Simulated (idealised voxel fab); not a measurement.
process module | voxel transistor to metal
The cross-section shown here is cut; it is 190 nm wide and divided into square cells measuring 5 nm on a side.
Just so we're on the same page, the cross-sections are grids of square cells, and they're listed out in bands top to bottom, each band one or more rows deep.
This entry defines a band. It first specifies the height of the band's top and the height of its bottom in nm, and then specifies the band's materials from left to right, stating each material with its width in nm. The word "everywhere" identifies a single material that fills the band from edge to edge, while the word "blank" identifies empty space.
Measure heights from 0. That's the level where, below it, the as-received wafer is all one material. The lowest band is bottomless and extends downward; write it as in "0 -> down".
With a width like "30 to 40", each row of cells in the band differs from the next by the same amount, the top row carrying the first number and the bottom row the second.
Step note "no alterations made" = no cross-section cell changed.
Enclosed empty spaces: empty space of 8 cells or more with no open way to the top, each as width x height at its distance from the left edge, in nm
On a step's line, text after the settings is the simulator commenting on that step.
overlay nm: for a step with a mask, the amount by which the mask lay right of where it was planned; a negative amount means left of it.
Pairs follow: section before one process step, section after it down to the lowest changed band, step with settings underneath. Pairs may come from different runs of this module on the same starting wafer; continuity with the pair above only as stated in the "Structure before processing" entry.

-- Structure before processing
* 0 -> down  Si everywhere
* Enclosed empty spaces: none

-- Section After Processing
* 5 -> 0  SiO2 everywhere
* Below 0, no change.
* Enclosed empty spaces: none
The step occurring between the two cross-sections depicted above is identified as CONFORMAL_DEP | material SiO2 | thk nm 5

Structure before processing: after-state, pair directly above.

-- Section After Processing
* 15 -> 5  SiN everywhere
* Below 5, no change.
* Enclosed empty spaces: none
The step occurring between the two cross-sections depicted above is identified as CONFORMAL_DEP | material SiN | thk nm 10

Structure before processing: after-state, pair directly above.

-- Section After Processing
* 25 -> 15  aC everywhere
* Below 15, no change.
* Enclosed empty spaces: none
The step occurring between the two cross-sections depicted above is identified as DIRECTIONAL_DEP | material aC | thk nm 10

Structure before processing: after-state, pair directly above.

-- Section After Processing
* 55 -> 25  blank (50)  resist (85)  blank (55)
* Below 25, no change.
* Enclosed empty spaces: none
The step occurring between the two cross-sections depicted above is identified as PATTERN | tone cover | mask id ACTIVE | material resist | width nm 85 | thk nm 30 | overlay nm 0

Structure before processing: after-state, pair directly above.

-- Section After Processing
* 45 -> 25  blank (50)  resist (85)  blank (55)
* 25 -> 15  blank (50)  aC (85)  blank (55)
* Below 15, no change.
* Enclosed empty spaces: none
The step occurring between the two cross-sections depicted above is identified as DIRECTIONAL_ETCH | etch materials aC | depth nm 10

Structure before processing: after-state, pair directly above.

-- Section After Processing
* 25 -> 15  blank (50)  aC (85)  blank (55)
* Below 15, no change.
* Enclosed empty spaces: none
The step occurring between the two cross-sections depicted above is identified as STRIP | etch materials resist

Structure before processing: after-state, pair directly above.

-- Section After Processing
* 25 -> 15  blank (50)  aC (85)  blank (55)
* 15 -> 5  blank (50)  SiN (85)  blank (55)
* Below 5, no change.
* Enclosed empty spaces: none
The step occurring between the two cross-sections depicted above is identified as DIRECTIONAL_ETCH | etch materials SiN | depth nm 10

Structure before processing: after-state, pair directly above.

-- Section After Processing
* 25 -> 15  blank (50)  aC (85)  blank (55)
* 15 -> 5  blank (50)  SiN (85)  blank (55)
* 5 -> 0  blank (50)  SiO2 (85)  blank (55)
* Below 0, no change.
* Enclosed empty spaces: none
The step occurring between the two cross-sections depicted above is identified as DIRECTIONAL_ETCH | etch materials SiO2 | depth nm 5

Structure before processing: after-state, pair directly above.

-- Section After Processing
* 25 -> 15  blank (50)  aC (85)  blank (55)
* 15 -> 5  blank (50)  SiN (85)  blank (55)
* 5 -> 0  blank (50)  SiO2 (85)  blank (55)
* 0 -> -30  blank (50)  Si (85)  blank (55)
* Below -30, no change.
* Enclosed empty spaces: none
The step occurring between the two cross-sections depicted above is identified as DIRECTIONAL_ETCH | etch materials Si | depth nm 30

Structure before processing: after-state, pair directly above.

-- Section After Processing
* 15 -> 5  blank (50)  SiN (85)  blank (55)
* Below 5, no change.
* Enclosed empty spaces: none
The step occurring between the two cross-sections depicted above is identified as STRIP | etch materials aC

Structure before processing: after-state, pair directly above.

-- Section After Processing
* 25 -> 15  SiO2 everywhere
* 15 -> 5  SiO2 (50)  SiN (85)  SiO2 (55)
* 5 -> 0  SiO2 everywhere
* 0 -> -30  SiO2 (50)  Si (85)  SiO2 (55)
* Below -30, no change.
* Enclosed empty spaces: none
The step occurring between the two cross-sections depicted above is identified as FILL_DEP | material SiO2 | thk nm 10

Structure before processing: after-state, pair directly above.

-- Section After Processing
* 15 -> 5  SiO2 (50)  SiN (85)  SiO2 (55)
* Below 5, no change.
* Enclosed empty spaces: none
The step occurring between the two cross-sections depicted above is identified as CMP | height nm 15

Structure before processing: after-state, pair directly above.

-- Section After Processing
* 15 -> 10  blank (50)  SiN (85)  blank (55)
* Below 10, no change.
* Enclosed empty spaces: none
The step occurring between the two cross-sections depicted above is identified as SELECTIVE_ETCH | etch materials SiO2 | depth nm 5

Structure before processing: after-state, pair directly above.

-- Section After Processing
* 10 -> 5  SiO2 (50)  blank (85)  SiO2 (55)
* Below 5, no change.
* Enclosed empty spaces: none
The step occurring between the two cross-sections depicted above is identified as STRIP | etch materials SiN

Structure before processing: after-state, pair directly above.

-- Section After Processing
* 5 -> 0  SiO2 (45)  blank (95)  SiO2 (50)
* Below 0, no change.
* Enclosed empty spaces: none
The step occurring between the two cross-sections depicted above is identified as SELECTIVE_ETCH | etch materials SiO2 | depth nm 5

Structure before processing: after-state, pair directly above.

-- Section After Processing
* 5 -> 0  SiO2 (45)  blank (95)  SiO2 (50)
* 0 -> -5  SiO2 everywhere
* Below -5, no change.
* Enclosed empty spaces: none
The step occurring between the two cross-sections depicted above is identified as OXIDIZE | depth nm 5

Structure before processing: after-state, pair directly above.

-- Section After Processing
* 30 -> 25  polySi (45)  blank (95)  polySi (50)
* 25 -> 5  polySi everywhere
* 5 -> 0  SiO2 (45)  polySi (95)  SiO2 (50)
* Below 0, no change.
* Enclosed empty spaces: none
The step occurring between the two cross-sections depicted above is identified as DIRECTIONAL_DEP | material polySi | thk nm 25

Structure before processing: after-state, pair directly above.

-- Section After Processing
* 45 -> 40  SiCN (45)  blank (95)  SiCN (50)
* 40 -> 30  SiCN everywhere
* 30 -> 25  polySi (45)  SiCN (95)  polySi (50)
* Below 25, no change.
* Enclosed empty spaces: none
The step occurring between the two cross-sections depicted above is identified as DIRECTIONAL_DEP | material SiCN | thk nm 15

Structure before processing: after-state, pair directly above.

-- Section After Processing
* 40 -> 30  blank (85)  SiCN (15)  blank (90)
* 30 -> 25  polySi (45)  blank (40)  SiCN (15)  blank (40)  polySi (50)
* Below 25, no change.
* Enclosed empty spaces: none
The step occurring between the two cross-sections depicted above is identified as MASKED_ETCH | tone cover | mask id GATE | width nm 15 | etch materials SiCN | depth nm 25 | overlay nm 0

Structure before processing: after-state, pair directly above.

-- Section After Processing
* 40 -> 25  blank (85)  SiCN (15)  blank (90)
* 25 -> 5  blank (85)  polySi (15)  blank (90)
* 5 -> 0  SiO2 (45)  blank (40)  polySi (15)  blank (40)  SiO2 (50)
* Below 0, no change.
* Enclosed empty spaces: none
The step occurring between the two cross-sections depicted above is identified as MASKED_ETCH | tone cover | mask id GATE | width nm 15 | etch materials polySi | depth nm 35 | overlay nm 0

Structure before processing: after-state, pair directly above.

-- Section After Processing
* 45 -> 40  blank (80)  SiN (25)  blank (85)
* 40 -> 25  blank (80)  SiN (5)  SiCN (15)  SiN (5)  blank (85)
* 25 -> 10  blank (80)  SiN (5)  polySi (15)  SiN (5)  blank (85)
* 10 -> 5  SiN (50)  blank (30)  SiN (5)  polySi (15)  SiN (5)  blank (30)  SiN (55)
* 5 -> 0  SiO2 (45)  SiN (40)  polySi (15)  SiN (40)  SiO2 (50)
* Below 0, no change.
* Enclosed empty spaces: none
The step occurring between the two cross-sections depicted above is identified as CONFORMAL_DEP | material SiN | thk nm 5

Structure before processing: after-state, pair directly above.

-- Section After Processing
* 40 -> 25  blank (80)  SiN (5)  SiCN (15)  SiN (5)  blank (85)
* 25 -> 5  blank (80)  SiN (5)  polySi (15)  SiN (5)  blank (85)
* 5 -> 0  SiO2 (45)  SiN (5)  blank (30)  SiN (5)  polySi (15)  SiN (5)  blank (30)  SiN (5)  SiO2 (50)
* Below 0, no change.
* Enclosed empty spaces: none
The step occurring between the two cross-sections depicted above is identified as DIRECTIONAL_ETCH | etch materials SiN | depth nm 5

Structure before processing: after-state, pair directly above.

-- Section After Processing
* 40 -> 25  blank (80)  SiN (5)  SiCN (15)  SiN (5)  blank (85)
* 25 -> 5  blank (80)  SiN (5)  polySi (15)  SiN (5)  blank (85)
* 5 -> 0  blank (45)  SiN (5)  blank (30)  SiN (5)  polySi (15)  SiN (5)  blank (30)  SiN (5)  blank (50)
* 0 -> -5  SiO2 (50)  blank (30)  SiO2 (25)  blank (30)  SiO2 (55)
* Below -5, no change.
* Enclosed empty spaces: none
The step occurring between the two cross-sections depicted above is identified as DIRECTIONAL_ETCH | etch materials SiO2 | depth nm 5

Structure before processing: after-state, pair directly above.

-- Section After Processing
* 40 -> 25  blank (80)  SiN (5)  SiCN (15)  SiN (5)  blank (85)
* 25 -> 5  blank (80)  SiN (5)  polySi (15)  SiN (5)  blank (85)
* 5 -> 0  blank (45)  SiN (5)  blank (30)  SiN (5)  polySi (15)  SiN (5)  blank (30)  SiN (5)  blank (50)
* 0 -> -5  SiO2 (50)  nSi (30)  SiO2 (25)  nSi (30)  SiO2 (55)
* Below -5, no change.
* Enclosed empty spaces: none
The step occurring between the two cross-sections depicted above is identified as EPI | material nSi | thk nm 5

Structure before processing: after-state, pair directly above.

-- Section After Processing
* 50 -> 40  SiO2 everywhere
* 40 -> 25  SiO2 (80)  SiN (5)  SiCN (15)  SiN (5)  SiO2 (85)
* 25 -> 5  SiO2 (80)  SiN (5)  polySi (15)  SiN (5)  SiO2 (85)
* 5 -> 0  SiO2 (45)  SiN (5)  SiO2 (30)  SiN (5)  polySi (15)  SiN (5)  SiO2 (30)  SiN (5)  SiO2 (50)
* Below 0, no change.
* Enclosed empty spaces: none
The step occurring between the two cross-sections depicted above is identified as FILL_DEP | material SiO2 | thk nm 10

Structure before processing: after-state, pair directly above.

-- Section After Processing
* 40 -> 25  SiO2 (80)  SiN (5)  SiCN (15)  SiN (5)  SiO2 (85)
* Below 25, no change.
* Enclosed empty spaces: none
The step occurring between the two cross-sections depicted above is identified as CMP | height nm 40

Structure before processing: after-state, pair directly above.

-- Section After Processing
* 50 -> 40  SiO2 everywhere
* Below 40, no change.
* Enclosed empty spaces: none
The step occurring between the two cross-sections depicted above is identified as DIRECTIONAL_DEP | material SiO2 | thk nm 10

Structure before processing: after-state, pair directly above.

-- Section After Processing
* 60 -> 50  aC everywhere
* Below 50, no change.
* Enclosed empty spaces: none
The step occurring between the two cross-sections depicted above is identified as DIRECTIONAL_DEP | material aC | thk nm 10

Structure before processing: after-state, pair directly above.

-- Section After Processing
* 90 -> 60  resist (55)  blank (25)  resist (25)  blank (25)  resist (60)
* Below 60, no change.
* Enclosed empty spaces: none
The step occurring between the two cross-sections depicted above is identified as PATTERN | tone open | mask id CONTACT | material resist | width nm 25 | pitch nm 50 | thk nm 30 | overlay nm 0

Structure before processing: after-state, pair directly above.

-- Section After Processing
* 80 -> 60  resist (55)  blank (25)  resist (25)  blank (25)  resist (60)
* 60 -> 50  aC (55)  blank (25)  aC (25)  blank (25)  aC (60)
* Below 50, no change.
* Enclosed empty spaces: none
The step occurring between the two cross-sections depicted above is identified as DIRECTIONAL_ETCH | etch materials aC | depth nm 10

Structure before processing: after-state, pair directly above.

-- Section After Processing
* 60 -> 50  aC (55)  blank (25)  aC (25)  blank (25)  aC (60)
* Below 50, no change.
* Enclosed empty spaces: none
The step occurring between the two cross-sections depicted above is identified as STRIP | etch materials resist

Structure before processing: after-state, pair directly above.

-- Section After Processing
* 60 -> 50  aC (55)  blank (25)  aC (25)  blank (25)  aC (60)
* 50 -> 40  SiO2 (55)  blank (25)  SiO2 (25)  blank (25)  SiO2 (60)
* 40 -> 25  SiO2 (55)  blank (25)  SiN (5)  SiCN (15)  SiN (5)  blank (25)  SiO2 (60)
* 25 -> 5  SiO2 (55)  blank (25)  SiN (5)  polySi (15)  SiN (5)  blank (25)  SiO2 (60)
* 5 -> 0  SiO2 (45)  SiN (5)  SiO2 (5)  blank (25)  SiN (5)  polySi (15)  SiN (5)  blank (25)  SiO2 (5)  SiN (5)  SiO2 (50)
* Below 0, no change.
* Enclosed empty spaces: none
The step occurring between the two cross-sections depicted above is identified as DIRECTIONAL_ETCH | etch materials SiO2 | depth nm 50

Structure before processing: after-state, pair directly above.

-- Section After Processing
* 50 -> 40  SiO2 (55)  blank (25)  SiO2 (25)  blank (25)  SiO2 (60)
* Below 40, no change.
* Enclosed empty spaces: none
The step occurring between the two cross-sections depicted above is identified as STRIP | etch materials aC

Structure before processing: after-state, pair directly above.

-- Section After Processing
* 55 -> 50  TiN (60)  blank (15)  TiN (35)  blank (15)  TiN (65)
* 50 -> 40  SiO2 (55)  TiN (5)  blank (15)  TiN (5)  SiO2 (25)  TiN (5)  blank (15)  TiN (5)  SiO2 (60)
* 40 -> 25  SiO2 (55)  TiN (5)  blank (15)  TiN (5)  SiN (5)  SiCN (15)  SiN (5)  TiN (5)  blank (15)  TiN (5)  SiO2 (60)
* 25 -> 5  SiO2 (55)  TiN (5)  blank (15)  TiN (5)  SiN (5)  polySi (15)  SiN (5)  TiN (5)  blank (15)  TiN (5)  SiO2 (60)
* 5 -> 0  SiO2 (45)  SiN (5)  SiO2 (5)  TiN (25)  SiN (5)  polySi (15)  SiN (5)  TiN (25)  SiO2 (5)  SiN (5)  SiO2 (50)
* Below 0, no change.
* Enclosed empty spaces: none
The step occurring between the two cross-sections depicted above is identified as CONFORMAL_DEP | material TiN | thk nm 5

Structure before processing: after-state, pair directly above.

-- Section After Processing
* 60 -> 55  W everywhere
* 55 -> 50  TiN (60)  W (15)  TiN (35)  W (15)  TiN (65)
* 50 -> 40  SiO2 (55)  TiN (5)  W (15)  TiN (5)  SiO2 (25)  TiN (5)  W (15)  TiN (5)  SiO2 (60)
* 40 -> 25  SiO2 (55)  TiN (5)  W (15)  TiN (5)  SiN (5)  SiCN (15)  SiN (5)  TiN (5)  W (15)  TiN (5)  SiO2 (60)
* 25 -> 5  SiO2 (55)  TiN (5)  W (15)  TiN (5)  SiN (5)  polySi (15)  SiN (5)  TiN (5)  W (15)  TiN (5)  SiO2 (60)
* Below 5, no change.
* Enclosed empty spaces: none
The step occurring between the two cross-sections depicted above is identified as FILL_DEP | material W | thk nm 5

Structure before processing: after-state, pair directly above.

-- Section After Processing
* 50 -> 40  SiO2 (55)  TiN (5)  W (15)  TiN (5)  SiO2 (25)  TiN (5)  W (15)  TiN (5)  SiO2 (60)
* Below 40, no change.
* Enclosed empty spaces: none
The step occurring between the two cross-sections depicted above is identified as CMP | height nm 50

Structure before processing: after-state, pair directly above.

-- Section After Processing
* 55 -> 50  SiN everywhere
* Below 50, no change.
* Enclosed empty spaces: none
The step occurring between the two cross-sections depicted above is identified as CONFORMAL_DEP | material SiN | thk nm 5

Structure before processing: after-state, pair directly above.

-- Section After Processing
* 80 -> 55  lowk everywhere
* Below 55, no change.
* Enclosed empty spaces: none
The step occurring between the two cross-sections depicted above is identified as DIRECTIONAL_DEP | material lowk | thk nm 25

Structure before processing: after-state, pair directly above.

-- Section After Processing
* 100 -> 80  resist (55)  blank (15)  resist (45)  blank (15)  resist (60)
* Below 80, no change.
* Enclosed empty spaces: none
The step occurring between the two cross-sections depicted above is identified as PATTERN | tone open | mask id METAL_1 | material resist | width nm 15 | pitch nm 60 | thk nm 20 | overlay nm 0

Structure before processing: after-state, pair directly above.

-- Section After Processing
* 100 -> 80  resist (55)  blank (15)  resist (45)  blank (15)  resist (60)
* 80 -> 55  lowk (55)  blank (15)  lowk (45)  blank (15)  lowk (60)
* Below 55, no change.
* Enclosed empty spaces: none
The step occurring between the two cross-sections depicted above is identified as DIRECTIONAL_ETCH | etch materials lowk | depth nm 25

Structure before processing: after-state, pair directly above.

-- Section After Processing
* 100 -> 80  resist (55)  blank (15)  resist (45)  blank (15)  resist (60)
* 80 -> 55  lowk (55)  blank (15)  lowk (45)  blank (15)  lowk (60)
* 55 -> 50  SiN (55)  blank (15)  SiN (45)  blank (15)  SiN (60)
* Below 50, no change.
* Enclosed empty spaces: none
The step occurring between the two cross-sections depicted above is identified as DIRECTIONAL_ETCH | etch materials SiN | depth nm 5

Structure before processing: after-state, pair directly above.

-- Section After Processing
* 80 -> 55  lowk (55)  blank (15)  lowk (45)  blank (15)  lowk (60)
* Below 55, no change.
* Enclosed empty spaces: none
The step occurring between the two cross-sections depicted above is identified as STRIP | etch materials resist

Structure before processing: after-state, pair directly above.

-- Section After Processing
* 85 -> 80  TiN (60)  blank (5)  TiN (55)  blank (5)  TiN (65)
* 80 -> 55  lowk (55)  TiN (5)  blank (5)  TiN (5)  lowk (45)  TiN (5)  blank (5)  TiN (5)  lowk (60)
* 55 -> 50  SiN (55)  TiN (15)  SiN (45)  TiN (15)  SiN (60)
* Below 50, no change.
* Enclosed empty spaces: none
The step occurring between the two cross-sections depicted above is identified as CONFORMAL_DEP | material TiN | thk nm 5

Structure before processing: after-state, pair directly above.

-- Section After Processing
* 90 -> 85  Ru everywhere
* 85 -> 80  TiN (60)  Ru (5)  TiN (55)  Ru (5)  TiN (65)
* 80 -> 55  lowk (55)  TiN (5)  Ru (5)  TiN (5)  lowk (45)  TiN (5)  Ru (5)  TiN (5)  lowk (60)
* Below 55, no change.
* Enclosed empty spaces: none
The step occurring between the two cross-sections depicted above is identified as FILL_DEP | material Ru | thk nm 5

Structure before processing: after-state, pair directly above.

-- Section After Processing
* 80 -> 55  lowk (55)  TiN (5)  Ru (5)  TiN (5)  lowk (45)  TiN (5)  Ru (5)  TiN (5)  lowk (60)
* Below 55, no change.
* Enclosed empty spaces: none
The step occurring between the two cross-sections depicted above is identified as CMP | height nm 80

Structure before processing: after-state, pair directly above.

-- Section After Processing
* 85 -> 80  SiCN everywhere
* Below 80, no change.
* Enclosed empty spaces: none
The step occurring between the two cross-sections depicted above is identified as CONFORMAL_DEP | material SiCN | thk nm 5

-- Structure before processing
* 0 -> down  Si everywhere
* Enclosed empty spaces: none

-- Section After Processing
* 10 -> 0  SiN everywhere
* Below 0, no change.
* Enclosed empty spaces: none
The step occurring between the two cross-sections depicted above is identified as CONFORMAL_DEP | material SiN | thk nm 10

Structure before processing: after-state, pair directly above.

-- Section After Processing
* 20 -> 10  aC everywhere
* Below 10, no change.
* Enclosed empty spaces: none
The step occurring between the two cross-sections depicted above is identified as DIRECTIONAL_DEP | material aC | thk nm 10

Structure before processing: after-state, pair directly above.

-- Section After Processing
* 50 -> 20  blank (50)  resist (85)  blank (55)
* Below 20, no change.
* Enclosed empty spaces: none
The step occurring between the two cross-sections depicted above is identified as PATTERN | tone cover | mask id ACTIVE | material resist | width nm 85 | thk nm 30 | overlay nm 0

Structure before processing: after-state, pair directly above.

-- Section After Processing
* 40 -> 20  blank (50)  resist (85)  blank (55)
* 20 -> 10  blank (50)  aC (85)  blank (55)
* Below 10, no change.
* Enclosed empty spaces: none
The step occurring between the two cross-sections depicted above is identified as DIRECTIONAL_ETCH | etch materials aC | depth nm 10

Structure before processing: after-state, pair directly above.

-- Section After Processing
* 20 -> 10  blank (50)  aC (85)  blank (55)
* Below 10, no change.
* Enclosed empty spaces: none
The step occurring between the two cross-sections depicted above is identified as STRIP | etch materials resist

Structure before processing: after-state, pair directly above.

-- Section After Processing
* 20 -> 10  blank (50)  aC (85)  blank (55)
* 10 -> 0  blank (50)  SiN (85)  blank (55)
* Below 0, no change.
* Enclosed empty spaces: none
The step occurring between the two cross-sections depicted above is identified as DIRECTIONAL_ETCH | etch materials SiN | depth nm 10

Structure before processing: after-state, pair directly above.

-- Section After Processing
* 20 -> 10  blank (50)  aC (85)  blank (55)
* 10 -> 0  blank (50)  SiN (85)  blank (55)
* 0 -> -30  blank (50)  Si (85)  blank (55)
* Below -30, no change.
* Enclosed empty spaces: none
The step occurring between the two cross-sections depicted above is identified as DIRECTIONAL_ETCH | etch materials Si | depth nm 30

Structure before processing: after-state, pair directly above.

-- Section After Processing
* 10 -> 0  blank (50)  SiN (85)  blank (55)
* Below 0, no change.
* Enclosed empty spaces: none
The step occurring between the two cross-sections depicted above is identified as STRIP | etch materials aC

Structure before processing: after-state, pair directly above.

-- Section After Processing
* 20 -> 10  SiO2 everywhere
* 10 -> 0  SiO2 (50)  SiN (85)  SiO2 (55)
* 0 -> -30  SiO2 (50)  Si (85)  SiO2 (55)
* Below -30, no change.
* Enclosed empty spaces: none
The step occurring between the two cross-sections depicted above is identified as FILL_DEP | material SiO2 | thk nm 10

Structure before processing: after-state, pair directly above.

-- Section After Processing
* 15 -> 10  SiO2 everywhere
* Below 10, no change.
* Enclosed empty spaces: none
The step occurring between the two cross-sections depicted above is identified as CMP | height nm 15

Structure before processing: after-state, pair directly above.

-- Section After Processing
* 10 -> 0  SiO2 (50)  SiN (85)  SiO2 (55)
* Below 0, no change.
* Enclosed empty spaces: none
The step occurring between the two cross-sections depicted above is identified as SELECTIVE_ETCH | etch materials SiO2 | depth nm 5

Structure before processing: after-state, pair directly above.

-- Section After Processing
* 10 -> 0  SiO2 (50)  blank (85)  SiO2 (55)
* Below 0, no change.
* Enclosed empty spaces: none
The step occurring between the two cross-sections depicted above is identified as STRIP | etch materials SiN

Structure before processing: after-state, pair directly above.

-- Section After Processing
* 5 -> 0  SiO2 (45)  blank (95)  SiO2 (50)
* 0 -> -5  SiO2 (45)  blank (5)  Si (85)  blank (5)  SiO2 (50)
* Below -5, no change.
* Enclosed empty spaces: none
The step occurring between the two cross-sections depicted above is identified as SELECTIVE_ETCH | etch materials SiO2 | depth nm 5

Structure before processing: after-state, pair directly above.

-- Section After Processing
* 5 -> 0  SiO2 (45)  blank (95)  SiO2 (50)
* 0 -> -5  SiO2 (45)  blank (5)  SiO2 (85)  blank (5)  SiO2 (50)
* -5 -> -10  SiO2 (55)  Si (75)  SiO2 (60)
* Below -10, no change.
* Enclosed empty spaces: none
The step occurring between the two cross-sections depicted above is identified as OXIDIZE | depth nm 5

Structure before processing: after-state, pair directly above.

-- Section After Processing
* 30 -> 25  polySi (45)  blank (95)  polySi (50)
* 25 -> 20  polySi (45)  blank (5)  polySi (85)  blank (5)  polySi (50)
* 20 -> 5  polySi everywhere
* 5 -> 0  SiO2 (45)  polySi (95)  SiO2 (50)
* 0 -> -5  SiO2 (45)  polySi (5)  SiO2 (85)  polySi (5)  SiO2 (50)
* Below -5, no change.
* Enclosed empty spaces: none
The step occurring between the two cross-sections depicted above is identified as DIRECTIONAL_DEP | material polySi | thk nm 25

Structure before processing: after-state, pair directly above.

-- Section After Processing
* 45 -> 40  SiCN (45)  blank (95)  SiCN (50)
* 40 -> 35  SiCN (45)  blank (5)  SiCN (85)  blank (5)  SiCN (50)
* 35 -> 30  SiCN everywhere
* 30 -> 25  polySi (45)  SiCN (95)  polySi (50)
* 25 -> 20  polySi (45)  SiCN (5)  polySi (85)  SiCN (5)  polySi (50)
* Below 20, no change.
* Enclosed empty spaces: none
The step occurring between the two cross-sections depicted above is identified as DIRECTIONAL_DEP | material SiCN | thk nm 15

Structure before processing: after-state, pair directly above.

-- Section After Processing
* 40 -> 30  blank (85)  SiCN (15)  blank (90)
* 30 -> 25  polySi (45)  blank (40)  SiCN (15)  blank (40)  polySi (50)
* 25 -> 20  polySi (45)  blank (5)  polySi (85)  blank (5)  polySi (50)
* Below 20, no change.
* Enclosed empty spaces: none
The step occurring between the two cross-sections depicted above is identified as MASKED_ETCH | tone cover | mask id GATE | width nm 15 | etch materials SiCN | depth nm 25 | overlay nm 0

Structure before processing: after-state, pair directly above.

-- Section After Processing
* 40 -> 25  blank (85)  SiCN (15)  blank (90)
* 25 -> 5  blank (85)  polySi (15)  blank (90)
* 5 -> 0  SiO2 (45)  blank (40)  polySi (15)  blank (40)  SiO2 (50)
* 0 -> -5  SiO2 (45)  blank (5)  SiO2 (85)  blank (5)  SiO2 (50)
* Below -5, no change.
* Enclosed empty spaces: none
The step occurring between the two cross-sections depicted above is identified as MASKED_ETCH | tone cover | mask id GATE | width nm 15 | etch materials polySi | depth nm 35 | overlay nm 0

Structure before processing: after-state, pair directly above.

-- Section After Processing
* 45 -> 40  blank (80)  SiN (25)  blank (85)
* 40 -> 25  blank (80)  SiN (5)  SiCN (15)  SiN (5)  blank (85)
* 25 -> 10  blank (80)  SiN (5)  polySi (15)  SiN (5)  blank (85)
* 10 -> 5  SiN (50)  blank (30)  SiN (5)  polySi (15)  SiN (5)  blank (30)  SiN (55)
* 5 -> 0  SiO2 (45)  SiN (40)  polySi (15)  SiN (40)  SiO2 (50)
* 0 -> -5  SiO2 (45)  SiN (5)  SiO2 (85)  SiN (5)  SiO2 (50)
* Below -5, no change.
* Enclosed empty spaces: none
The step occurring between the two cross-sections depicted above is identified as CONFORMAL_DEP | material SiN | thk nm 5

Structure before processing: after-state, pair directly above.

-- Section After Processing
* 40 -> 25  blank (80)  SiN (5)  SiCN (15)  SiN (5)  blank (85)
* 25 -> 5  blank (80)  SiN (5)  polySi (15)  SiN (5)  blank (85)
* 5 -> 0  SiO2 (45)  SiN (5)  blank (30)  SiN (5)  polySi (15)  SiN (5)  blank (30)  SiN (5)  SiO2 (50)
* Below 0, no change.
* Enclosed empty spaces: none
The step occurring between the two cross-sections depicted above is identified as DIRECTIONAL_ETCH | etch materials SiN | depth nm 5

Structure before processing: after-state, pair directly above.

-- Section After Processing
* 40 -> 25  blank (80)  SiN (5)  SiCN (15)  SiN (5)  blank (85)
* 25 -> 5  blank (80)  SiN (5)  polySi (15)  SiN (5)  blank (85)
* 5 -> 0  blank (45)  SiN (5)  blank (30)  SiN (5)  polySi (15)  SiN (5)  blank (30)  SiN (5)  blank (50)
* 0 -> -5  SiO2 (45)  SiN (5)  blank (30)  SiO2 (25)  blank (30)  SiN (5)  SiO2 (50)
* Below -5, no change.
* Enclosed empty spaces: none
The step occurring between the two cross-sections depicted above is identified as DIRECTIONAL_ETCH | etch materials SiO2 | depth nm 5

Structure before processing: after-state, pair directly above.

-- Section After Processing
* 40 -> 25  blank (80)  SiN (5)  SiCN (15)  SiN (5)  blank (85)
* 25 -> 5  blank (80)  SiN (5)  polySi (15)  SiN (5)  blank (85)
* 5 -> 0  blank (45)  SiN (5)  blank (30)  SiN (5)  polySi (15)  SiN (5)  blank (30)  SiN (5)  blank (50)
* 0 -> -5  SiO2 (45)  SiN (5)  nSi (30)  SiO2 (25)  nSi (30)  SiN (5)  SiO2 (50)
* Below -5, no change.
* Enclosed empty spaces: none
The step occurring between the two cross-sections depicted above is identified as EPI | material nSi | thk nm 5

Structure before processing: after-state, pair directly above.

-- Section After Processing
* 50 -> 40  SiO2 everywhere
* 40 -> 25  SiO2 (80)  SiN (5)  SiCN (15)  SiN (5)  SiO2 (85)
* 25 -> 5  SiO2 (80)  SiN (5)  polySi (15)  SiN (5)  SiO2 (85)
* 5 -> 0  SiO2 (45)  SiN (5)  SiO2 (30)  SiN (5)  polySi (15)  SiN (5)  SiO2 (30)  SiN (5)  SiO2 (50)
* Below 0, no change.
* Enclosed empty spaces: none
The step occurring between the two cross-sections depicted above is identified as FILL_DEP | material SiO2 | thk nm 10

Structure before processing: after-state, pair directly above.

-- Section After Processing
* 40 -> 25  SiO2 (80)  SiN (5)  SiCN (15)  SiN (5)  SiO2 (85)
* Below 25, no change.
* Enclosed empty spaces: none
The step occurring between the two cross-sections depicted above is identified as CMP | height nm 40

Structure before processing: after-state, pair directly above.

-- Section After Processing
* 50 -> 40  SiO2 everywhere
* Below 40, no change.
* Enclosed empty spaces: none
The step occurring between the two cross-sections depicted above is identified as DIRECTIONAL_DEP | material SiO2 | thk nm 10

Structure before processing: after-state, pair directly above.

-- Section After Processing
* 60 -> 50  aC everywhere
* Below 50, no change.
* Enclosed empty spaces: none
The step occurring between the two cross-sections depicted above is identified as DIRECTIONAL_DEP | material aC | thk nm 10

Structure before processing: after-state, pair directly above.

-- Section After Processing
* 90 -> 60  resist (55)  blank (25)  resist (25)  blank (25)  resist (60)
* Below 60, no change.
* Enclosed empty spaces: none
The step occurring between the two cross-sections depicted above is identified as PATTERN | tone open | mask id CONTACT | material resist | width nm 25 | pitch nm 50 | thk nm 30 | overlay nm 0

Structure before processing: after-state, pair directly above.

-- Section After Processing
* 80 -> 60  resist (55)  blank (25)  resist (25)  blank (25)  resist (60)
* 60 -> 50  aC (55)  blank (25)  aC (25)  blank (25)  aC (60)
* Below 50, no change.
* Enclosed empty spaces: none
The step occurring between the two cross-sections depicted above is identified as DIRECTIONAL_ETCH | etch materials aC | depth nm 10

Structure before processing: after-state, pair directly above.

-- Section After Processing
* 60 -> 50  aC (55)  blank (25)  aC (25)  blank (25)  aC (60)
* Below 50, no change.
* Enclosed empty spaces: none
The step occurring between the two cross-sections depicted above is identified as STRIP | etch materials resist

Structure before processing: after-state, pair directly above.

-- Section After Processing
* 60 -> 50  aC (55)  blank (25)  aC (25)  blank (25)  aC (60)
* 50 -> 40  SiO2 (55)  blank (25)  SiO2 (25)  blank (25)  SiO2 (60)
* 40 -> 25  SiO2 (55)  blank (25)  SiN (5)  SiCN (15)  SiN (5)  blank (25)  SiO2 (60)
* 25 -> 5  SiO2 (55)  blank (25)  SiN (5)  polySi (15)  SiN (5)  blank (25)  SiO2 (60)
* 5 -> 0  SiO2 (45)  SiN (5)  SiO2 (5)  blank (25)  SiN (5)  polySi (15)  SiN (5)  blank (25)  SiO2 (5)  SiN (5)  SiO2 (50)
* Below 0, no change.
* Enclosed empty spaces: none
The step occurring between the two cross-sections depicted above is identified as DIRECTIONAL_ETCH | etch materials SiO2 | depth nm 50

Structure before processing: after-state, pair directly above.

-- Section After Processing
* 50 -> 40  SiO2 (55)  blank (25)  SiO2 (25)  blank (25)  SiO2 (60)
* Below 40, no change.
* Enclosed empty spaces: none
The step occurring between the two cross-sections depicted above is identified as STRIP | etch materials aC
